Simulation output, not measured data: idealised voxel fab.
This is a process module. Its name is voxel self aligned contacts.
Pictured: cross-section cut, 145 nm wide, on a grid of 5 nm square cells.
The cross-sections in this document take the form of a grid made of square cells. They are written out as bands, in order from top to bottom. Each band consists of one or more rows of cells. Within each band entry, the heights of the top and of the bottom of the band appear first, in that order and in nm; the materials of the band then follow from left to right, each with its corresponding width in nm. The designation "everywhere" on a single material indicates that it fills the band from edge to edge; the designation "blank" indicates empty space. Height reference: 0 = level under which incoming wafer is all one material. Lowest band: no bottom, runs on downward, e.g. "0 down". Note: "30..40" means the width goes from the first number (top row of the band) to the second number (bottom row) in equal steps per row of cells. The cross-section has no changed cell in any step marked "nothing changed". "Closed empty spaces" contains a list of empty spaces, each no smaller than 8 cells and without an open way to the top, written in the form width x height at distance with the distance from the left edge and all three in nm. That trailing text on a step's line, after the settings, is the simulator's own remark on the step. The line of a step may include "overlay nm". On a step with a mask, this value is how far to the right of its planned place the mask lay. A negative value means the mask lay to the left.

**This section lists the process steps that were planned**
- 1: op RECEIVE | material Si
- 2: op OXIDIZE | depth nm 5
- 3: op DIRECTIONAL_DEP | material polySi | thk nm 30
- 4: op DIRECTIONAL_DEP | material SiN | thk nm 20
- 5: op PATTERN | tone cover | mask id GATE | material resist | width nm 30 | pitch nm 75 | thk nm 15 | overlay nm 0
- 6: op DIRECTIONAL_ETCH | etch materials SiN | depth nm 20
- 7: op DIRECTIONAL_ETCH | etch materials polySi | depth nm 30
- 8: op STRIP | etch materials resist
- 9: op CONFORMAL_DEP | material SiN | thk nm 10
- 10: op DIRECTIONAL_ETCH | etch materials SiN | depth nm 10
- 11: op FILL_DEP | material SiO2 | thk nm 15
- 12: op CMP | height nm 55
- 13: op MASKED_ETCH | tone open | mask id CONTACT | width nm 55 | etch materials SiO2 | depth nm 60 | overlay nm 0
- 14: op CONFORMAL_DEP | material TiN | thk nm 5
- 15: op FILL_DEP | material Ru | thk nm 10
- 16: op CMP | height nm 55
- 17: op CONFORMAL_DEP | material SiN | thk nm 5

**The first wafer of two, processed as planned**

**as received, after step 1**
	0 down: Si everywhere
	Closed empty spaces: none

**Cross-section through the wafer, step 2 finished**
	0 to -5: SiO2 everywhere
	Under the height -5 nothing was changed.

**Cross-section through the wafer, step 3 finished**
	30 to 0: polySi everywhere
	Under the height 0 nothing was changed.

**Cross-section through the wafer, step 4 finished**
	50 to 30: SiN everywhere
	Under the height 30 nothing was changed.

**Cross-section through the wafer, step 5 finished**
	65 to 50: 20 of blank  30 of resist  45 of blank  30 of resist  20 of blank
	Under the height 50 nothing was changed.

**Cross-section through the wafer, step 6 finished**
	65 to 50: 20 of blank  30 of resist  45 of blank  30 of resist  20 of blank
	50 to 30: 20 of blank  30 of SiN  45 of blank  30 of SiN  20 of blank
	Under the height 30 nothing was changed.

**Cross-section through the wafer, step 7 finished**
	65 to 50: 20 of blank  30 of resist  45 of blank  30 of resist  20 of blank
	50 to 30: 20 of blank  30 of SiN  45 of blank  30 of SiN  20 of blank
	30 to 0: 20 of blank  30 of polySi  45 of blank  30 of polySi  20 of blank
	Under the height 0 nothing was changed.

**Cross-section through the wafer, step 8 finished**
	50 to 30: 20 of blank  30 of SiN  45 of blank  30 of SiN  20 of blank
	Under the height 30 nothing was changed.

**Cross-section through the wafer, step 9 finished**
	60 to 30: 10 of blank  50 of SiN  25 of blank  50 of SiN  10 of blank
	30 to 10: 10 of blank  10 of SiN  30 of polySi  10 of SiN  25 of blank  10 of SiN  30 of polySi  10 of SiN  10 of blank
	10 to 0: 20 of SiN  30 of polySi  45 of SiN  30 of polySi  20 of SiN
	Under the height 0 nothing was changed.

**Cross-section through the wafer, step 10 finished**
	50 to 30: 10 of blank  50 of SiN  25 of blank  50 of SiN  10 of blank
	30 to 0: 10 of blank  10 of SiN  30 of polySi  10 of SiN  25 of blank  10 of SiN  30 of polySi  10 of SiN  10 of blank
	Under the height 0 nothing was changed.

**Cross-section through the wafer, step 11 finished**
	65 to 50: SiO2 everywhere
	50 to 30: 10 of SiO2  50 of SiN  25 of SiO2  50 of SiN  10 of SiO2
	30 to 0: 10 of SiO2  10 of SiN  30 of polySi  10 of SiN  25 of SiO2  10 of SiN  30 of polySi  10 of SiN  10 of SiO2
	Under the height 0 nothing was changed.

**Cross-section through the wafer, step 12 finished**
	55 to 50: SiO2 everywhere
	Under the height 50 nothing was changed.

**Cross-section through the wafer, step 13 finished**
	55 to 50: 45 of SiO2  55 of blank  45 of SiO2
	50 to 30: 10 of SiO2  50 of SiN  25 of blank  50 of SiN  10 of SiO2
	30 to 0: 10 of SiO2  10 of SiN  30 of polySi  10 of SiN  25 of blank  10 of SiN  30 of polySi  10 of SiN  10 of SiO2
	0 to -5: 60 of SiO2  25 of blank  60 of SiO2
	Under the height -5 nothing was changed.

**Cross-section through the wafer, step 14 finished**
	60 to 55: 50 of TiN  45 of blank  50 of TiN
	55 to 50: 45 of SiO2  20 of TiN  15 of blank  20 of TiN  45 of SiO2
	50 to 30: 10 of SiO2  50 of SiN  5 of TiN  15 of blank  5 of TiN  50 of SiN  10 of SiO2
	30 to 0: 10 of SiO2  10 of SiN  30 of polySi  10 of SiN  5 of TiN  15 of blank  5 of TiN  10 of SiN  30 of polySi  10 of SiN  10 of SiO2
	0 to -5: 60 of SiO2  25 of TiN  60 of SiO2
	Under the height -5 nothing was changed.

**Cross-section through the wafer, step 15 finished**
	70 to 60: Ru everywhere
	60 to 55: 50 of TiN  45 of Ru  50 of TiN
	55 to 50: 45 of SiO2  20 of TiN  15 of Ru  20 of TiN  45 of SiO2
	50 to 30: 10 of SiO2  50 of SiN  5 of TiN  15 of Ru  5 of TiN  50 of SiN  10 of SiO2
	30 to 0: 10 of SiO2  10 of SiN  30 of polySi  10 of SiN  5 of TiN  15 of Ru  5 of TiN  10 of SiN  30 of polySi  10 of SiN  10 of SiO2
	Under the height 0 nothing was changed.

**Cross-section through the wafer, step 16 finished**
	55 to 50: 45 of SiO2  20 of TiN  15 of Ru  20 of TiN  45 of SiO2
	Under the height 50 nothing was changed.

**Cross-section through the wafer, step 17 finished**
	60 to 55: SiN everywhere
	Under the height 55 nothing was changed.

**Second of two: same start, same plan, one run error; steps up to and including 8 match the first**

**At the planned end of step 9, the second wafer in cross-section**
	60 to 50: 10 of blank  50 of TiN  25 of blank  50 of TiN  10 of blank
	50 to 30: 10 of blank  10 of TiN  30 of SiN  10 of TiN  25 of blank  10 of TiN  30 of SiN  10 of TiN  10 of blank
	30 to 10: 10 of blank  10 of TiN  30 of polySi  10 of TiN  25 of blank  10 of TiN  30 of polySi  10 of TiN  10 of blank
	10 to 0: 20 of TiN  30 of polySi  45 of TiN  30 of polySi  20 of TiN
	Under the height 0 nothing was changed.

At the planned end of step 10, the second wafer in cross-section: nothing changed

**At the planned end of step 11, the second wafer in cross-section**
	75 to 60: SiO2 everywhere
	60 to 50: 10 of SiO2  50 of TiN  25 of SiO2  50 of TiN  10 of SiO2
	50 to 30: 10 of SiO2  10 of TiN  30 of SiN  10 of TiN  25 of SiO2  10 of TiN  30 of SiN  10 of TiN  10 of SiO2
	30 to 10: 10 of SiO2  10 of TiN  30 of polySi  10 of TiN  25 of SiO2  10 of TiN  30 of polySi  10 of TiN  10 of SiO2
	Under the height 10 nothing was changed.

**At the planned end of step 12, the second wafer in cross-section**
	55 to 50: 10 of SiO2  50 of TiN  25 of SiO2  50 of TiN  10 of SiO2
	Under the height 50 nothing was changed.

**At the planned end of step 13, the second wafer in cross-section**
	55 to 50: 10 of SiO2  50 of TiN  25 of blank  50 of TiN  10 of SiO2
	50 to 30: 10 of SiO2  10 of TiN  30 of SiN  10 of TiN  25 of blank  10 of TiN  30 of SiN  10 of TiN  10 of SiO2
	30 to 10: 10 of SiO2  10 of TiN  30 of polySi  10 of TiN  25 of blank  10 of TiN  30 of polySi  10 of TiN  10 of SiO2
	Under the height 10 nothing was changed.

**At the planned end of step 14, the second wafer in cross-section**
	60 to 55: 65 of TiN  15 of blank  65 of TiN
	55 to 50: 10 of SiO2  55 of TiN  15 of blank  55 of TiN  10 of SiO2
	50 to 30: 10 of SiO2  10 of TiN  30 of SiN  15 of TiN  15 of blank  15 of TiN  30 of SiN  10 of TiN  10 of SiO2
	30 to 15: 10 of SiO2  10 of TiN  30 of polySi  15 of TiN  15 of blank  15 of TiN  30 of polySi  10 of TiN  10 of SiO2
	15 to 10: 10 of SiO2  10 of TiN  30 of polySi  45 of TiN  30 of polySi  10 of TiN  10 of SiO2
	Under the height 10 nothing was changed.

**At the planned end of step 15, the second wafer in cross-section**
	70 to 60: Ru everywhere
	60 to 55: 65 of TiN  15 of Ru  65 of TiN
	55 to 50: 10 of SiO2  55 of TiN  15 of Ru  55 of TiN  10 of SiO2
	50 to 30: 10 of SiO2  10 of TiN  30 of SiN  15 of TiN  15 of Ru  15 of TiN  30 of SiN  10 of TiN  10 of SiO2
	30 to 15: 10 of SiO2  10 of TiN  30 of polySi  15 of TiN  15 of Ru  15 of TiN  30 of polySi  10 of TiN  10 of SiO2
	Under the height 15 nothing was changed.

**At the planned end of step 16, the second wafer in cross-section**
	55 to 50: 10 of SiO2  55 of TiN  15 of Ru  55 of TiN  10 of SiO2
	Under the height 50 nothing was changed.

**At the planned end of step 17, the second wafer in cross-section**
	60 to 55: SiN everywhere
	Under the height 55 nothing was changed.
What broke from the plan during processing? step 9 ran as: op CONFORMAL_DEP | material TiN | thk nm 10
End check, counted in cells, second wafer has more or fewer of these materials than the first: -9 Ru, -80 SiN, -17 SiO2, +106 TiN
